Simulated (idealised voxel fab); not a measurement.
The process module that follows is named voxel wiring stack.
For reference, the cross-section in this document is cut, with width 260 nm and square cells of 5 nm.
Throughout this document, each cross-section is represented as a grid of square cells and is presented as a sequence of bands enumerated from the top downward, where a band comprises one or more rows of cells. Top, bottom (nm), then materials left to right with widths (nm); lone material tagged "everywhere" fills the whole band edge to edge; "air" = empty space. Heads up on the height convention: 0 is the point under which the incoming wafer is all one material, and the lowest band has no bottom, it just keeps going down, like "0..down". Think of "30->40" as a width that walks from the first number to the second as you go down the band, top row to bottom row, taking equal-sized steps from row to row. Reading "same as before" for a step: not a cell of the cross-section changed in it. Closed-off voids of 8+ cells (no open route to the top) go in "Trapped cavities", written width x height at distance from the left edge, in nm. On a step's line, text after the settings is the simulator commenting on that step. Steps that use a mask can have "overlay nm" on their line. It says how far the mask sat to the right of where it was meant to be. Negative means to the left. For the reader: what remains of this document is a series of pairs, each showing a cross-section before one process step and a cross-section after that step which reaches down only to the lowest band that changed, with the step between them and its settings set out under the pair. It should not be assumed that a pair continues from the pair above it; the pairs can come from different runs of this module on the same starting wafer, and such continuity exists only where the entry headed "Pre-step section" says so.
[Pre-step section]
    105..75  lowk everywhere
    75..70  SiCN everywhere
    70..55  45 nm SiO2  5 nm TiN  20 nm Cu  5 nm TiN  15 nm SiO2  5 nm TiN  20 nm Cu  5 nm TiN  15 nm SiO2  5 nm TiN  20 nm Cu  5 nm TiN  15 nm SiO2  5 nm TiN  20 nm Cu  5 nm TiN  50 nm SiO2
    55..50  45 nm SiO2  5 nm TiN  5 nm Cu  20 nm TiN  15 nm SiO2  5 nm TiN  5 nm Cu  20 nm TiN  15 nm SiO2  5 nm TiN  5 nm Cu  20 nm TiN  15 nm SiO2  5 nm TiN  5 nm Cu  20 nm TiN  50 nm SiO2
    50..40  45 nm SiO2  5 nm TiN  5 nm Cu  5 nm TiN  30 nm SiO2  5 nm TiN  5 nm Cu  5 nm TiN  30 nm SiO2  5 nm TiN  5 nm Cu  5 nm TiN  30 nm SiO2  5 nm TiN  5 nm Cu  5 nm TiN  65 nm SiO2
    40..35  45 nm SiCN  15 nm TiN  30 nm SiCN  15 nm TiN  30 nm SiCN  15 nm TiN  30 nm SiCN  15 nm TiN  65 nm SiCN
    35..20  45 nm lowk  5 nm TiN  20 nm Ru  5 nm TiN  15 nm lowk  5 nm TiN  20 nm Ru  5 nm TiN  15 nm lowk  5 nm TiN  20 nm Ru  5 nm TiN  15 nm lowk  5 nm TiN  20 nm Ru  5 nm TiN  50 nm lowk
    20..15  45 nm SiCN  30 nm TiN  15 nm SiCN  30 nm TiN  15 nm SiCN  30 nm TiN  15 nm SiCN  30 nm TiN  50 nm SiCN
    15..0  SiO2 everywhere
    0..down  Si everywhere
    Trapped cavities: none
[Post-Step Geometry]
    135..75  lowk everywhere
    below 75: unchanged
    Trapped cavities: none
Going from the before section above to the after section, the step was DIRECTIONAL_DEP,material lowk,thk nm 30
Pre-step section: just use the after drawing of the pair above as your starting point.
[Post-Step Geometry]
    150..135  aC everywhere
    below 135: unchanged
    Trapped cavities: none
Going from the before section above to the after section, the step was DIRECTIONAL_DEP,material aC,thk nm 15
Pre-step section: just use the after drawing of the pair above as your starting point.
[Post-Step Geometry]
    185..150  45 nm resist  15 nm air  30 nm resist  15 nm air  30 nm resist  15 nm air  30 nm resist  15 nm air  65 nm resist
    below 150: unchanged
    Trapped cavities: none
Going from the before section above to the after section, the step was PATTERN,tone open,mask id METAL_3_HOLES,material resist,width nm 15,pitch nm 45,thk nm 35,overlay nm 0
Pre-step section: just use the after drawing of the pair above as your starting point.
[Post-Step Geometry]
    170..150  45 nm resist  15 nm air  30 nm resist  15 nm air  30 nm resist  15 nm air  30 nm resist  15 nm air  65 nm resist
    150..135  45 nm aC  15 nm air  30 nm aC  15 nm air  30 nm aC  15 nm air  30 nm aC  15 nm air  65 nm aC
    below 135: unchanged
    Trapped cavities: none
Going from the before section above to the after section, the step was DIRECTIONAL_ETCH,etch materials aC,depth nm 15
Pre-step section: just use the after drawing of the pair above as your starting point.
[Post-Step Geometry]
    150..135  45 nm aC  15 nm air  30 nm aC  15 nm air  30 nm aC  15 nm air  30 nm aC  15 nm air  65 nm aC
    below 135: unchanged
    Trapped cavities: none
Going from the before section above to the after section, the step was STRIP,etch materials resist
Pre-step section: just use the after drawing of the pair above as your starting point.
[Post-Step Geometry]
    150..135  45 nm aC  15 nm air  30 nm aC  15 nm air  30 nm aC  15 nm air  30 nm aC  15 nm air  65 nm aC
    135..105  45 nm lowk  15 nm air  30 nm lowk  15 nm air  30 nm lowk  15 nm air  30 nm lowk  15 nm air  65 nm lowk
    below 105: unchanged
    Trapped cavities: none
Going from the before section above to the after section, the step was DIRECTIONAL_ETCH,etch materials lowk,depth nm 30
Pre-step section: just use the after drawing of the pair above as your starting point.
[Post-Step Geometry]
    135..105  45 nm lowk  15 nm air  30 nm lowk  15 nm air  30 nm lowk  15 nm air  30 nm lowk  15 nm air  65 nm lowk
    below 105: unchanged
    Trapped cavities: none
Going from the before section above to the after section, the step was STRIP,etch materials aC
Pre-step section: just use the after drawing of the pair above as your starting point.
[Post-Step Geometry]
    135..120  45 nm lowk  30 nm air  15 nm lowk  30 nm air  15 nm lowk  30 nm air  15 nm lowk  30 nm air  50 nm lowk
    120..90  45 nm lowk  15 nm air  30 nm lowk  15 nm air  30 nm lowk  15 nm air  30 nm lowk  15 nm air  65 nm lowk
    below 90: unchanged
    Trapped cavities: none
Going from the before section above to the after section, the step was MASKED_ETCH,tone open,mask id METAL_3,width nm 30,pitch nm 45,etch materials lowk,depth nm 15,overlay nm 0
Pre-step section: just use the after drawing of the pair above as your starting point.
[Post-Step Geometry]
    140..135  50 nm TiN  20 nm air  25 nm TiN  20 nm air  25 nm TiN  20 nm air  25 nm TiN  20 nm air  55 nm TiN
    135..125  45 nm lowk  5 nm TiN  20 nm air  5 nm TiN  15 nm lowk  5 nm TiN  20 nm air  5 nm TiN  15 nm lowk  5 nm TiN  20 nm air  5 nm TiN  15 nm lowk  5 nm TiN  20 nm air  5 nm TiN  50 nm lowk
    125..120  45 nm lowk  5 nm TiN  5 nm air  20 nm TiN  15 nm lowk  5 nm TiN  5 nm air  20 nm TiN  15 nm lowk  5 nm TiN  5 nm air  20 nm TiN  15 nm lowk  5 nm TiN  5 nm air  20 nm TiN  50 nm lowk
    120..95  45 nm lowk  5 nm TiN  5 nm air  5 nm TiN  30 nm lowk  5 nm TiN  5 nm air  5 nm TiN  30 nm lowk  5 nm TiN  5 nm air  5 nm TiN  30 nm lowk  5 nm TiN  5 nm air  5 nm TiN  65 nm lowk
    95..90  45 nm lowk  15 nm TiN  30 nm lowk  15 nm TiN  30 nm lowk  15 nm TiN  30 nm lowk  15 nm TiN  65 nm lowk
    below 90: unchanged
    Trapped cavities: none
Going from the before section above to the after section, the step was CONFORMAL_DEP,material TiN,thk nm 5
Pre-step section: just use the after drawing of the pair above as your starting point.
[Post-Step Geometry]
    145..140  Cu everywhere
    140..135  50 nm TiN  20 nm Cu  25 nm TiN  20 nm Cu  25 nm TiN  20 nm Cu  25 nm TiN  20 nm Cu  55 nm TiN
    135..125  45 nm lowk  5 nm TiN  20 nm Cu  5 nm TiN  15 nm lowk  5 nm TiN  20 nm Cu  5 nm TiN  15 nm lowk  5 nm TiN  20 nm Cu  5 nm TiN  15 nm lowk  5 nm TiN  20 nm Cu  5 nm TiN  50 nm lowk
    125..120  45 nm lowk  5 nm TiN  5 nm Cu  20 nm TiN  15 nm lowk  5 nm TiN  5 nm Cu  20 nm TiN  15 nm lowk  5 nm TiN  5 nm Cu  20 nm TiN  15 nm lowk  5 nm TiN  5 nm Cu  20 nm TiN  50 nm lowk
    120..95  45 nm lowk  5 nm TiN  5 nm Cu  5 nm TiN  30 nm lowk  5 nm TiN  5 nm Cu  5 nm TiN  30 nm lowk  5 nm TiN  5 nm Cu  5 nm TiN  30 nm lowk  5 nm TiN  5 nm Cu  5 nm TiN  65 nm lowk
    below 95: unchanged
    Trapped cavities: none
Going from the before section above to the after section, the step was FILL_DEP,material Cu,thk nm 5
Pre-step section: just use the after drawing of the pair above as your starting point.
[Post-Step Geometry]
    105..95  45 nm lowk  5 nm TiN  5 nm Cu  5 nm TiN  30 nm lowk  5 nm TiN  5 nm Cu  5 nm TiN  30 nm lowk  5 nm TiN  5 nm Cu  5 nm TiN  30 nm lowk  5 nm TiN  5 nm Cu  5 nm TiN  65 nm lowk
    below 95: unchanged
    Trapped cavities: none
Going from the before section above to the after section, the step was CMP,height nm 105
Pre-step section: just use the after drawing of the pair above as your starting point.
[Post-Step Geometry]
    110..105  SiCN everywhere
    below 105: unchanged
    Trapped cavities: none
Going from the before section above to the after section, the step was CONFORMAL_DEP,material SiCN,thk nm 5
[Pre-step section]
    70..55  45 nm SiO2  5 nm TiN  20 nm Cu  5 nm TiN  15 nm SiO2  5 nm TiN  20 nm Cu  5 nm TiN  15 nm SiO2  5 nm TiN  20 nm Cu  5 nm TiN  15 nm SiO2  5 nm TiN  20 nm Cu  5 nm TiN  50 nm SiO2
    55..50  45 nm SiO2  5 nm TiN  5 nm Cu  20 nm TiN  15 nm SiO2  5 nm TiN  5 nm Cu  20 nm TiN  15 nm SiO2  5 nm TiN  5 nm Cu  20 nm TiN  15 nm SiO2  5 nm TiN  5 nm Cu  20 nm TiN  50 nm SiO2
    50..40  45 nm SiO2  5 nm TiN  5 nm Cu  5 nm TiN  30 nm SiO2  5 nm TiN  5 nm Cu  5 nm TiN  30 nm SiO2  5 nm TiN  5 nm Cu  5 nm TiN  30 nm SiO2  5 nm TiN  5 nm Cu  5 nm TiN  65 nm SiO2
    40..35  45 nm SiCN  15 nm TiN  30 nm SiCN  15 nm TiN  30 nm SiCN  15 nm TiN  30 nm SiCN  15 nm TiN  65 nm SiCN
    35..20  45 nm lowk  5 nm TiN  20 nm Ru  5 nm TiN  15 nm lowk  5 nm TiN  20 nm Ru  5 nm TiN  15 nm lowk  5 nm TiN  20 nm Ru  5 nm TiN  15 nm lowk  5 nm TiN  20 nm Ru  5 nm TiN  50 nm lowk
    20..15  45 nm SiCN  30 nm TiN  15 nm SiCN  30 nm TiN  15 nm SiCN  30 nm TiN  15 nm SiCN  30 nm TiN  50 nm SiCN
    15..0  SiO2 everywhere
    0..down  Si everywhere
    Trapped cavities: none
[Post-Step Geometry]
    100..70  lowk everywhere
    below 70: unchanged
    Trapped cavities: none
Going from the before section above to the after section, the step was DIRECTIONAL_DEP,material lowk,thk nm 30
Pre-step section: just use the after drawing of the pair above as your starting point.
[Post-Step Geometry]
    105..100  SiCN everywhere
    below 100: unchanged
    Trapped cavities: none
Going from the before section above to the after section, the step was CONFORMAL_DEP,material SiCN,thk nm 5
Pre-step section: just use the after drawing of the pair above as your starting point.
[Post-Step Geometry]
    120..105  aC everywhere
    below 105: unchanged
    Trapped cavities: none
Going from the before section above to the after section, the step was DIRECTIONAL_DEP,material aC,thk nm 15
Pre-step section: just use the after drawing of the pair above as your starting point.
[Post-Step Geometry]
    155..120  45 nm resist  15 nm air  30 nm resist  15 nm air  30 nm resist  15 nm air  30 nm resist  15 nm air  65 nm resist
    below 120: unchanged
    Trapped cavities: none
Going from the before section above to the after section, the step was PATTERN,tone open,mask id METAL_3_HOLES,material resist,width nm 15,pitch nm 45,thk nm 35,overlay nm 0
Pre-step section: just use the after drawing of the pair above as your starting point.
[Post-Step Geometry]
    140..120  45 nm resist  15 nm air  30 nm resist  15 nm air  30 nm resist  15 nm air  30 nm resist  15 nm air  65 nm resist
    120..105  45 nm aC  15 nm air  30 nm aC  15 nm air  30 nm aC  15 nm air  30 nm aC  15 nm air  65 nm aC
    below 105: unchanged
    Trapped cavities: none
Going from the before section above to the after section, the step was DIRECTIONAL_ETCH,etch materials aC,depth nm 15
Pre-step section: just use the after drawing of the pair above as your starting point.
[Post-Step Geometry]
    120..105  45 nm aC  15 nm air  30 nm aC  15 nm air  30 nm aC  15 nm air  30 nm aC  15 nm air  65 nm aC
    below 105: unchanged
    Trapped cavities: none
Going from the before section above to the after section, the step was STRIP,etch materials resist
Pre-step section: just use the after drawing of the pair above as your starting point.
[Post-Step Geometry]
    105..100  SiCN everywhere
    below 100: unchanged
    Trapped cavities: none
Going from the before section above to the after section, the step was STRIP,etch materials aC
Pre-step section: just use the after drawing of the pair above as your starting point.
[Post-Step Geometry]
    105..100  45 nm SiCN  30 nm air  15 nm SiCN  30 nm air  15 nm SiCN  30 nm air  15 nm SiCN  30 nm air  50 nm SiCN
    below 100: unchanged
    Trapped cavities: none
Going from the before section above to the after section, the step was MASKED_ETCH,tone open,mask id METAL_3,width nm 30,pitch nm 45,etch materials SiCN,depth nm 5,overlay nm 0
Pre-step section: just use the after drawing of the pair above as your starting point.
[Post-Step Geometry]
    110..105  50 nm TiN  20 nm air  25 nm TiN  20 nm air  25 nm TiN  20 nm air  25 nm TiN  20 nm air  55 nm TiN
    105..100  45 nm SiCN  30 nm TiN  15 nm SiCN  30 nm TiN  15 nm SiCN  30 nm TiN  15 nm SiCN  30 nm TiN  50 nm SiCN
    below 100: unchanged
    Trapped cavities: none
Going from the before section above to the after section, the step was CONFORMAL_DEP,material TiN,thk nm 5
Pre-step section: just use the after drawing of the pair above as your starting point.
[Post-Step Geometry]
    115..110  Cu everywhere
    110..105  50 nm TiN  20 nm Cu  25 nm TiN  20 nm Cu  25 nm TiN  20 nm Cu  25 nm TiN  20 nm Cu  55 nm TiN
    below 105: unchanged
    Trapped cavities: none
Going from the before section above to the after section, the step was FILL_DEP,material Cu,thk nm 5
Pre-step section: just use the after drawing of the pair above as your starting point.
[Post-Step Geometry]
    105..100  45 nm SiCN  30 nm TiN  15 nm SiCN  30 nm TiN  15 nm SiCN  30 nm TiN  15 nm SiCN  30 nm TiN  50 nm SiCN
    below 100: unchanged
    Trapped cavities: none
Going from the before section above to the after section, the step was CMP,height nm 105
Pre-step section: just use the after drawing of the pair above as your starting point.
[Post-Step Geometry]
    110..105  SiCN everywhere
    below 105: unchanged
    Trapped cavities: none
Going from the before section above to the after section, the step was CONFORMAL_DEP,material SiCN,thk nm 5
[Pre-step section]
    0..down  Si everywhere
    Trapped cavities: none
[Post-Step Geometry]
    5..0  SiO2 everywhere
    below 0: unchanged
    Trapped cavities: none
Going from the before section above to the after section, the step was CONFORMAL_DEP,material SiO2,thk nm 5
Pre-step section: just use the after drawing of the pair above as your starting point.
[Post-Step Geometry]
    10..5  SiCN everywhere
    below 5: unchanged
    Trapped cavities: none
Going from the before section above to the after section, the step was CONFORMAL_DEP,material SiCN,thk nm 5
Pre-step section: just use the after drawing of the pair above as your starting point.
[Post-Step Geometry]
    25..10  lowk everywhere
    below 10: unchanged
    Trapped cavities: none
Going from the before section above to the after section, the step was DIRECTIONAL_DEP,material lowk,thk nm 15
Pre-step section: just use the after drawing of the pair above as your starting point.
[Post-Step Geometry]
    35..25  aC everywhere
    below 25: unchanged
    Trapped cavities: none
Going from the before section above to the after section, the step was DIRECTIONAL_DEP,material aC,thk nm 10
Pre-step section: just use the after drawing of the pair above as your starting point.
[Post-Step Geometry]
    65..35  45 nm resist  30 nm air  15 nm resist  30 nm air  15 nm resist  30 nm air  15 nm resist  30 nm air  50 nm resist
    below 35: unchanged
    Trapped cavities: none
Going from the before section above to the after section, the step was PATTERN,tone open,mask id METAL_1,material resist,width nm 30,pitch nm 45,thk nm 30,overlay nm 0
Pre-step section: just use the after drawing of the pair above as your starting point.
[Post-Step Geometry]
    55..35  45 nm resist  30 nm air  15 nm resist  30 nm air  15 nm resist  30 nm air  15 nm resist  30 nm air  50 nm resist
    35..25  45 nm aC  30 nm air  15 nm aC  30 nm air  15 nm aC  30 nm air  15 nm aC  30 nm air  50 nm aC
    below 25: unchanged
    Trapped cavities: none
Going from the before section above to the after section, the step was DIRECTIONAL_ETCH,etch materials aC,depth nm 10
Pre-step section: just use the after drawing of the pair above as your starting point.
[Post-Step Geometry]
    35..25  45 nm aC  30 nm air  15 nm aC  30 nm air  15 nm aC  30 nm air  15 nm aC  30 nm air  50 nm aC
    below 25: unchanged
    Trapped cavities: none
Going from the before section above to the after section, the step was STRIP,etch materials resist
Pre-step section: just use the after drawing of the pair above as your starting point.
[Post-Step Geometry]
    35..25  45 nm aC  30 nm air  15 nm aC  30 nm air  15 nm aC  30 nm air  15 nm aC  30 nm air  50 nm aC
    25..10  45 nm lowk  30 nm air  15 nm lowk  30 nm air  15 nm lowk  30 nm air  15 nm lowk  30 nm air  50 nm lowk
    below 10: unchanged
    Trapped cavities: none
Going from the before section above to the after section, the step was DIRECTIONAL_ETCH,etch materials lowk,depth nm 15
Pre-step section: just use the after drawing of the pair above as your starting point.
[Post-Step Geometry]
    35..25  45 nm aC  30 nm air  15 nm aC  30 nm air  15 nm aC  30 nm air  15 nm aC  30 nm air  50 nm aC
    25..10  45 nm lowk  30 nm air  15 nm lowk  30 nm air  15 nm lowk  30 nm air  15 nm lowk  30 nm air  50 nm lowk
    10..5  45 nm SiCN  30 nm air  15 nm SiCN  30 nm air  15 nm SiCN  30 nm air  15 nm SiCN  30 nm air  50 nm SiCN
    below 5: unchanged
    Trapped cavities: none
Going from the before section above to the after section, the step was DIRECTIONAL_ETCH,etch materials SiCN,depth nm 5
Pre-step section: just use the after drawing of the pair above as your starting point.
[Post-Step Geometry]
    25..10  45 nm lowk  30 nm air  15 nm lowk  30 nm air  15 nm lowk  30 nm air  15 nm lowk  30 nm air  50 nm lowk
    below 10: unchanged
    Trapped cavities: none
Going from the before section above to the after section, the step was STRIP,etch materials aC
Pre-step section: just use the after drawing of the pair above as your starting point.
[Post-Step Geometry]
    30..25  50 nm TiN  20 nm air  25 nm TiN  20 nm air  25 nm TiN  20 nm air  25 nm TiN  20 nm air  55 nm TiN
    25..10  45 nm lowk  5 nm TiN  20 nm air  5 nm TiN  15 nm lowk  5 nm TiN  20 nm air  5 nm TiN  15 nm lowk  5 nm TiN  20 nm air  5 nm TiN  15 nm lowk  5 nm TiN  20 nm air  5 nm TiN  50 nm lowk
    10..5  45 nm SiCN  30 nm TiN  15 nm SiCN  30 nm TiN  15 nm SiCN  30 nm TiN  15 nm SiCN  30 nm TiN  50 nm SiCN
    below 5: unchanged
    Trapped cavities: none
Going from the before section above to the after section, the step was CONFORMAL_DEP,material TiN,thk nm 5
Pre-step section: just use the after drawing of the pair above as your starting point.
[Post-Step Geometry]
    40..30  Ru everywhere
    30..25  50 nm TiN  20 nm Ru  25 nm TiN  20 nm Ru  25 nm TiN  20 nm Ru  25 nm TiN  20 nm Ru  55 nm TiN
    25..10  45 nm lowk  5 nm TiN  20 nm Ru  5 nm TiN  15 nm lowk  5 nm TiN  20 nm Ru  5 nm TiN  15 nm lowk  5 nm TiN  20 nm Ru  5 nm TiN  15 nm lowk  5 nm TiN  20 nm Ru  5 nm TiN  50 nm lowk
    below 10: unchanged
    Trapped cavities: none
Going from the before section above to the after section, the step was FILL_DEP,material Ru,thk nm 10
Pre-step section: just use the after drawing of the pair above as your starting point.
[Post-Step Geometry]
    35..30  Ru everywhere
    below 30: unchanged
    Trapped cavities: none
Going from the before section above to the after section, the step was CMP,height nm 35
Pre-step section: just use the after drawing of the pair above as your starting point.
[Post-Step Geometry]
    40..35  SiCN everywhere
    below 35: unchanged
    Trapped cavities: none
Going from the before section above to the after section, the step was CONFORMAL_DEP,material SiCN,thk nm 5
Pre-step section: just use the after drawing of the pair above as your starting point.
[Post-Step Geometry]
    70..40  SiO2 everywhere
    below 40: unchanged
    Trapped cavities: none
Going from the before section above to the after section, the step was DIRECTIONAL_DEP,material SiO2,thk nm 30
Pre-step section: just use the after drawing of the pair above as your starting point.
[Post-Step Geometry]
    90..70  45 nm resist  30 nm air  15 nm resist  30 nm air  15 nm resist  30 nm air  15 nm resist  30 nm air  50 nm resist
    below 70: unchanged
    Trapped cavities: none
Going from the before section above to the after section, the step was PATTERN,tone open,mask id METAL_2,material resist,width nm 30,pitch nm 45,thk nm 20,overlay nm 0
Pre-step section: just use the after drawing of the pair above as your starting point.
[Post-Step Geometry]
    90..70  45 nm resist  30 nm air  15 nm resist  30 nm air  15 nm resist  30 nm air  15 nm resist  30 nm air  50 nm resist
    70..50  45 nm SiO2  30 nm air  15 nm SiO2  30 nm air  15 nm SiO2  30 nm air  15 nm SiO2  30 nm air  50 nm SiO2
    below 50: unchanged
    Trapped cavities: none
Going from the before section above to the after section, the step was DIRECTIONAL_ETCH,etch materials SiO2,depth nm 20
Pre-step section: just use the after drawing of the pair above as your starting point.
[Post-Step Geometry]
    70..50  45 nm SiO2  30 nm air  15 nm SiO2  30 nm air  15 nm SiO2  30 nm air  15 nm SiO2  30 nm air  50 nm SiO2
    below 50: unchanged
    Trapped cavities: none
Going from the before section above to the after section, the step was STRIP,etch materials resist
Pre-step section: just use the after drawing of the pair above as your starting point.
[Post-Step Geometry]
    90..70  45 nm resist  15 nm air  30 nm resist  15 nm air  30 nm resist  15 nm air  30 nm resist  15 nm air  65 nm resist
    70..50  45 nm SiO2  15 nm air  15 nm resist  15 nm SiO2  15 nm air  15 nm resist  15 nm SiO2  15 nm air  15 nm resist  15 nm SiO2  15 nm air  15 nm resist  50 nm SiO2
    below 50: unchanged
    Trapped cavities: none
Going from the before section above to the after section, the step was PATTERN,tone open,mask id METAL_2_HOLES,material resist,width nm 15,pitch nm 45,thk nm 20,overlay nm 0
Pre-step section: just use the after drawing of the pair above as your starting point.
[Post-Step Geometry]
    90..70  45 nm resist  15 nm air  30 nm resist  15 nm air  30 nm resist  15 nm air  30 nm resist  15 nm air  65 nm resist
    70..50  45 nm SiO2  15 nm air  15 nm resist  15 nm SiO2  15 nm air  15 nm resist  15 nm SiO2  15 nm air  15 nm resist  15 nm SiO2  15 nm air  15 nm resist  50 nm SiO2
    50..40  45 nm SiO2  15 nm air  30 nm SiO2  15 nm air  30 nm SiO2  15 nm air  30 nm SiO2  15 nm air  65 nm SiO2
    below 40: unchanged
    Trapped cavities: none
Going from the before section above to the after section, the step was DIRECTIONAL_ETCH,etch materials SiO2,depth nm 10
Pre-step section: just use the after drawing of the pair above as your starting point.
[Post-Step Geometry]
    90..70  45 nm resist  15 nm air  30 nm resist  15 nm air  30 nm resist  15 nm air  30 nm resist  15 nm air  65 nm resist
    70..50  45 nm SiO2  15 nm air  15 nm resist  15 nm SiO2  15 nm air  15 nm resist  15 nm SiO2  15 nm air  15 nm resist  15 nm SiO2  15 nm air  15 nm resist  50 nm SiO2
    50..40  45 nm SiO2  15 nm air  30 nm SiO2  15 nm air  30 nm SiO2  15 nm air  30 nm SiO2  15 nm air  65 nm SiO2
    40..35  45 nm SiCN  15 nm air  30 nm SiCN  15 nm air  30 nm SiCN  15 nm air  30 nm SiCN  15 nm air  65 nm SiCN
    below 35: unchanged
    Trapped cavities: none
Going from the before section above to the after section, the step was DIRECTIONAL_ETCH,etch materials SiCN,depth nm 5
Pre-step section: just use the after drawing of the pair above as your starting point.
[Post-Step Geometry]
    70..50  45 nm SiO2  30 nm air  15 nm SiO2  30 nm air  15 nm SiO2  30 nm air  15 nm SiO2  30 nm air  50 nm SiO2
    below 50: unchanged
    Trapped cavities: none
Going from the before section above to the after section, the step was STRIP,etch materials resist
Pre-step section: just use the after drawing of the pair above as your starting point.
[Post-Step Geometry]
    75..70  50 nm TiN  20 nm air  25 nm TiN  20 nm air  25 nm TiN  20 nm air  25 nm TiN  20 nm air  55 nm TiN
    70..55  45 nm SiO2  5 nm TiN  20 nm air  5 nm TiN  15 nm SiO2  5 nm TiN  20 nm air  5 nm TiN  15 nm SiO2  5 nm TiN  20 nm air  5 nm TiN  15 nm SiO2  5 nm TiN  20 nm air  5 nm TiN  50 nm SiO2
    55..50  45 nm SiO2  5 nm TiN  5 nm air  20 nm TiN  15 nm SiO2  5 nm TiN  5 nm air  20 nm TiN  15 nm SiO2  5 nm TiN  5 nm air  20 nm TiN  15 nm SiO2  5 nm TiN  5 nm air  20 nm TiN  50 nm SiO2
    50..40  45 nm SiO2  5 nm TiN  5 nm air  5 nm TiN  30 nm SiO2  5 nm TiN  5 nm air  5 nm TiN  30 nm SiO2  5 nm TiN  5 nm air  5 nm TiN  30 nm SiO2  5 nm TiN  5 nm air  5 nm TiN  65 nm SiO2
    40..35  45 nm SiCN  15 nm TiN  30 nm SiCN  15 nm TiN  30 nm SiCN  15 nm TiN  30 nm SiCN  15 nm TiN  65 nm SiCN
    below 35: unchanged
    Trapped cavities: none
Going from the before section above to the after section, the step was CONFORMAL_DEP,material TiN,thk nm 5
Pre-step section: just use the after drawing of the pair above as your starting point.
[Post-Step Geometry]
    80..75  Cu everywhere
    75..70  50 nm TiN  20 nm Cu  25 nm TiN  20 nm Cu  25 nm TiN  20 nm Cu  25 nm TiN  20 nm Cu  55 nm TiN
    70..55  45 nm SiO2  5 nm TiN  20 nm Cu  5 nm TiN  15 nm SiO2  5 nm TiN  20 nm Cu  5 nm TiN  15 nm SiO2  5 nm TiN  20 nm Cu  5 nm TiN  15 nm SiO2  5 nm TiN  20 nm Cu  5 nm TiN  50 nm SiO2
    55..50  45 nm SiO2  5 nm TiN  5 nm Cu  20 nm TiN  15 nm SiO2  5 nm TiN  5 nm Cu  20 nm TiN  15 nm SiO2  5 nm TiN  5 nm Cu  20 nm TiN  15 nm SiO2  5 nm TiN  5 nm Cu  20 nm TiN  50 nm SiO2
    50..40  45 nm SiO2  5 nm TiN  5 nm Cu  5 nm TiN  30 nm SiO2  5 nm TiN  5 nm Cu  5 nm TiN  30 nm SiO2  5 nm TiN  5 nm Cu  5 nm TiN  30 nm SiO2  5 nm TiN  5 nm Cu  5 nm TiN  65 nm SiO2
    below 40: unchanged
    Trapped cavities: none
Going from the before section above to the after section, the step was FILL_DEP,material Cu,thk nm 5
Pre-step section: just use the after drawing of the pair above as your starting point.
[Post-Step Geometry]
    70..55  45 nm SiO2  5 nm TiN  20 nm Cu  5 nm TiN  15 nm SiO2  5 nm TiN  20 nm Cu  5 nm TiN  15 nm SiO2  5 nm TiN  20 nm Cu  5 nm TiN  15 nm SiO2  5 nm TiN  20 nm Cu  5 nm TiN  50 nm SiO2
    below 55: unchanged
    Trapped cavities: none
Going from the before section above to the after section, the step was CMP,height nm 70
Pre-step section: just use the after drawing of the pair above as your starting point.
[Post-Step Geometry]
    75..70  SiCN everywhere
    below 70: unchanged
    Trapped cavities: none
Going from the before section above to the after section, the step was CONFORMAL_DEP,material SiCN,thk nm 5
Pre-step section: just use the after drawing of the pair above as your starting point.
[Post-Step Geometry]
    105..75  lowk everywhere
    below 75: unchanged
    Trapped cavities: none
Going from the before section above to the after section, the step was DIRECTIONAL_DEP,material lowk,thk nm 30
Pre-step section: just use the after drawing of the pair above as your starting point.
[Post-Step Geometry]
    120..105  aC everywhere
    below 105: unchanged
    Trapped cavities: none
Going from the before section above to the after section, the step was DIRECTIONAL_DEP,material aC,thk nm 15
Pre-step section: just use the after drawing of the pair above as your starting point.
[Post-Step Geometry]
    155..120  45 nm resist  15 nm air  30 nm resist  15 nm air  30 nm resist  15 nm air  30 nm resist  15 nm air  65 nm resist
    below 120: unchanged
    Trapped cavities: none
Going from the before section above to the after section, the step was PATTERN,tone open,mask id METAL_3_HOLES,material resist,width nm 15,pitch nm 45,thk nm 35,overlay nm 0
Pre-step section: just use the after drawing of the pair above as your starting point.
[Post-Step Geometry]
    140..120  45 nm resist  15 nm air  30 nm resist  15 nm air  30 nm resist  15 nm air  30 nm resist  15 nm air  65 nm resist
    120..105  45 nm aC  15 nm air  30 nm aC  15 nm air  30 nm aC  15 nm air  30 nm aC  15 nm air  65 nm aC
    below 105: unchanged
    Trapped cavities: none
Going from the before section above to the after section, the step was DIRECTIONAL_ETCH,etch materials aC,depth nm 15
Pre-step section: just use the after drawing of the pair above as your starting point.
[Post-Step Geometry]
    120..105  45 nm aC  15 nm air  30 nm aC  15 nm air  30 nm aC  15 nm air  30 nm aC  15 nm air  65 nm aC
    below 105: unchanged
    Trapped cavities: none
Going from the before section above to the after section, the step was STRIP,etch materials resist
Pre-step section: just use the after drawing of the pair above as your starting point.
[Post-Step Geometry]
    120..105  45 nm aC  15 nm air  30 nm aC  15 nm air  30 nm aC  15 nm air  30 nm aC  15 nm air  65 nm aC
    105..75  45 nm lowk  15 nm air  30 nm lowk  15 nm air  30 nm lowk  15 nm air  30 nm lowk  15 nm air  65 nm lowk
    below 75: unchanged
    Trapped cavities: none
Going from the before section above to the after section, the step was DIRECTIONAL_ETCH,etch materials lowk,depth nm 30
Pre-step section: just use the after drawing of the pair above as your starting point.
[Post-Step Geometry]
    105..75  45 nm lowk  15 nm air  30 nm lowk  15 nm air  30 nm lowk  15 nm air  30 nm lowk  15 nm air  65 nm lowk
    below 75: unchanged
    Trapped cavities: none
Going from the before section above to the after section, the step was STRIP,etch materials aC
Pre-step section: just use the after drawing of the pair above as your starting point.
[Post-Step Geometry]
    105..90  45 nm lowk  30 nm air  15 nm lowk  30 nm air  15 nm lowk  30 nm air  15 nm lowk  30 nm air  50 nm lowk
    below 90: unchanged
    Trapped cavities: none
Going from the before section above to the after section, the step was MASKED_ETCH,tone open,mask id METAL_3,width nm 30,pitch nm 45,etch materials lowk,depth nm 15,overlay nm 0
Pre-step section: just use the after drawing of the pair above as your starting point.
[Post-Step Geometry]
    105..90  45 nm lowk  30 nm air  15 nm lowk  30 nm air  15 nm lowk  30 nm air  15 nm lowk  30 nm air  50 nm lowk
    90..75  45 nm lowk  15 nm air  30 nm lowk  15 nm air  30 nm lowk  15 nm air  30 nm lowk  15 nm air  65 nm lowk
    75..70  45 nm SiCN  15 nm air  30 nm SiCN  15 nm air  30 nm SiCN  15 nm air  30 nm SiCN  15 nm air  65 nm SiCN
    below 70: unchanged
    Trapped cavities: none
Going from the before section above to the after section, the step was MASKED_ETCH,tone open,mask id METAL_3,width nm 30,pitch nm 45,etch materials SiCN,depth nm 5,overlay nm 0
